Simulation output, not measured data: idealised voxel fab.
The following is a process module called voxel released beams.
In the cross-section labelled cut, the width is 285 nm and each square cell is 5 nm.
A cross-section is a grid of square cells, given in bands from the top down. A band is one or more rows of cells.
The entry gives the band's vertical extent as a top height and a bottom height in nm, then its horizontal make-up as materials from left to right, each with a width in nm. "empty" stands for empty space; a single material marked "throughout" fills the band edge to edge.
Where do heights start? At 0: under that level the wafer as delivered is made of one material only. And the lowest band has no floor; it just carries on downward, as in "from 0 down".
A width given as "30 to 40" starts at the first number in the band's top row and ends at the second number in its bottom row, shifting by an equal amount at every step from row to row.
No cell of the cross-section changed in a step that is given as "nothing changed".
Closed-off voids of 8+ cells (no open route to the top) go in "Closed void catalog", written width x height at distance from the left edge, in nm.
Formally, on a step line, whatever follows the settings is a remark that the simulator itself makes on the step.
overlay nm: for a step with a mask, the amount by which the mask lay right of where it was planned; a negative amount means left of it.
-- These are the steps we planned for the process
1. RECEIVE with material Si
2. CONFORMAL_DEP with material Al2O3, thk nm 5
3. DIRECTIONAL_DEP with material SiO2, thk nm 20
4. PATTERN with tone open, mask id ANCHOR, material resist, width nm 35, thk nm 15, overlay nm 0
5. DIRECTIONAL_ETCH with etch materials SiO2, depth nm 20
6. STRIP with etch materials resist
7. CONFORMAL_DEP with material W, thk nm 15
8. MASKED_ETCH with tone cover, mask id BEAM, width nm 95, etch materials W, depth nm 15, overlay nm 0
9. STRIP with etch materials SiO2
-- As-received state of the wafer in cross-section, equivalent to post-step 1
from 0 down: Si throughout
Closed void catalog: none
-- The plan above was carried out on the starting structure above with one mistake, and this cross-section shows the wafer at the end of the module
from 40 to 25: empty: 80; W: 30; empty: 5; W: 60; empty: 110
from 25 to 20: empty: 95; W: 15; empty: 5; W: 15; empty: 155
from 20 to 5: empty: 95; W: 35; empty: 155
from 5 to 0: Al2O3 throughout
from 0 down: Si throughout
Closed void catalog: none
The mistake made against the process plan was this: step 8 did not happen as planned, as run it was MASKED_ETCH with tone cover, mask id BEAM, width nm 95, etch materials W, depth nm 15, overlay nm -10
